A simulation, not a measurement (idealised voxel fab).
process module | voxel double patterning
cross-section cut | 290 nm wide | cells 5 nm
A cross-section is a grid of square cells, given in bands from the top down. A band is one or more rows of cells.
Each band's line starts with the height of the band's top and of its bottom, in nm. Then come its materials from left to right, each with its width in nm. One material with "throughout" fills the band from edge to edge. "air" is empty space.
Height 0 is the level under which the wafer as received is all one material. The lowest band goes on downwards, as in "0 down".
A width such as "30 to 40" changes by the same amount from each row of cells to the next, from the band's top row to its bottom row.
"no change" after a step means that no cell of the cross-section changed.
closed voids: empty space of 8 cells or more with no open way to the top, each as width x height at its distance from the left edge, in nm
after a step's settings: what the simulator itself notes on the step
overlay nm, on a step with a mask: how far to the right of its planned place the mask lay; to the left if negative
plan
1 op RECEIVE | material Si
2 op CONFORMAL_DEP | material SiO2 | thk nm 10
3 op DIRECTIONAL_DEP | material TiN | thk nm 10
4 op DIRECTIONAL_DEP | material SiN | thk nm 10
5 op DIRECTIONAL_DEP | material aC | thk nm 15
6 op PATTERN | tone open | mask id FIRST | material resist | width nm 15 | pitch nm 50 | thk nm 30 | overlay nm -15
7 op DIRECTIONAL_ETCH | etch materials aC | depth nm 15
8 op STRIP | etch materials resist
9 op DIRECTIONAL_ETCH | etch materials SiN | depth nm 10
10 op STRIP | etch materials aC
11 op PATTERN | tone open | mask id SECOND | material resist | width nm 15 | thk nm 20 | overlay nm 0
12 op DIRECTIONAL_ETCH | etch materials SiN | depth nm 10
13 op STRIP | etch materials resist
14 op DIRECTIONAL_ETCH | etch materials TiN | depth nm 10
15 op STRIP | etch materials SiN
varied across the wafers: overlay nm of step 6. The plan shows the first wafer's value. All wafers start alike
first wafer as received, after step 1
  0 down: Si throughout
  closed voids: none
first wafer at the end, after step 15
  20 to 10: TiN 95 | air 15 | TiN 25 | air 25 | TiN 130
  10 to 0: SiO2 throughout
  0 down: Si throughout
  closed voids: none
last wafer at the end
  20 to 10: TiN 125 | air 25 | TiN 25 | air 15 | TiN 100
  10 to 0: SiO2 throughout
  0 down: Si throughout
  closed voids: none
each wafer at the end: cells of each material gained (+) or lost (-) since it was received, then its closed voids
overlay nm -15 | +116 SiO2 | +100 TiN | closed voids: none
overlay nm -10 | +116 SiO2 | +98 TiN | closed voids: none
overlay nm -5 | +116 SiO2 | +98 TiN | closed voids: none
overlay nm 0 | +116 SiO2 | +98 TiN | closed voids: none
overlay nm 5 | +116 SiO2 | +98 TiN | closed voids: none
overlay nm 10 | +116 SiO2 | +98 TiN | closed voids: none
overlay nm 15 | +116 SiO2 | +100 TiN | closed voids: none
